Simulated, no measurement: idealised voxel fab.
Name of the process module below: voxel ribs on slabs
It is cross-section cut that appears here, measuring 200 nm in width, its square cells being 5 nm in size.
Think of the cross-section as a grid of square cells. We describe it in bands, top to bottom, and each band covers one or more rows of those cells.
A band entry consists of two parts. The first gives the height of the band's top and the height of its bottom, in nm. The rest lists the band's materials from left to right, each with its width in nm. A single material labelled with the word "all across" fills the band from edge to edge, and the word "empty" marks empty space.
Heights are measured from 0, the level below which the as-received wafer is all one material; the lowest band has no bottom and continues downward, written as in "z 0 and below".
When a width is written as two numbers, as in "30..40", the first number is the width in the top row of cells of the band and the second is the width in its bottom row, and the width changes by the same amount from each row to the next.
Reading "nothing changed" for a step: not a cell of the cross-section changed in it.
"Closed void entries" specifies each empty space that is not open to the top and that occupies no fewer than 8 cells, using the form width x height at distance, the distance measured from the left edge and all three quantities in nm.
Anything after a step's settings on that line? It's the simulator's own note about the step.
What "overlay nm" on a step's line means: if the step has a mask, that mask lay this far to the right of its planned place, or, when the value is negative, to the left.

## The process steps that were planned are listed below
1,RECEIVE (material Si)
2,DIRECTIONAL_DEP (material SiO2; thk nm 25)
3,DIRECTIONAL_DEP (material polySi; thk nm 15)
4,MASKED_ETCH (tone cover; mask id RIB; width nm 20; etch materials polySi; depth nm 10; overlay nm 0)
5,MASKED_ETCH (tone cover; mask id SLAB; width nm 60; etch materials polySi; depth nm 5; overlay nm 0)
6,FILL_DEP (material SiO2; thk nm 20)
7,CMP (height nm 55)
8,DIRECTIONAL_DEP (material TiN; thk nm 5)
9,PATTERN (tone cover; mask id HEATER; material resist; width nm 30; thk nm 15; overlay nm 0)
10,DIRECTIONAL_ETCH (etch materials TiN; depth nm 5)
11,STRIP (etch materials resist)
12,CONFORMAL_DEP (material SiN; thk nm 10)

## Wafer as received: cross-section following step 1
- z 0 and below  Si all across
- Closed void entries: none

## Final wafer profile in cross-section after the module, from the same start and plan as above, with one mistake made during processing
- z 60 to 55  empty 85  TiN 30  empty 85
- z 55 to 40  SiO2 all across
- z 40 to 30  SiO2 90  polySi 20  SiO2 90
- z 30 to 25  SiO2 70  polySi 60  SiO2 70
- z 25 to 0  SiO2 all across
- z 0 and below  Si all across
- Closed void entries: none
What broke from the plan during processing? step 12 of the plan was excluded from execution and never run
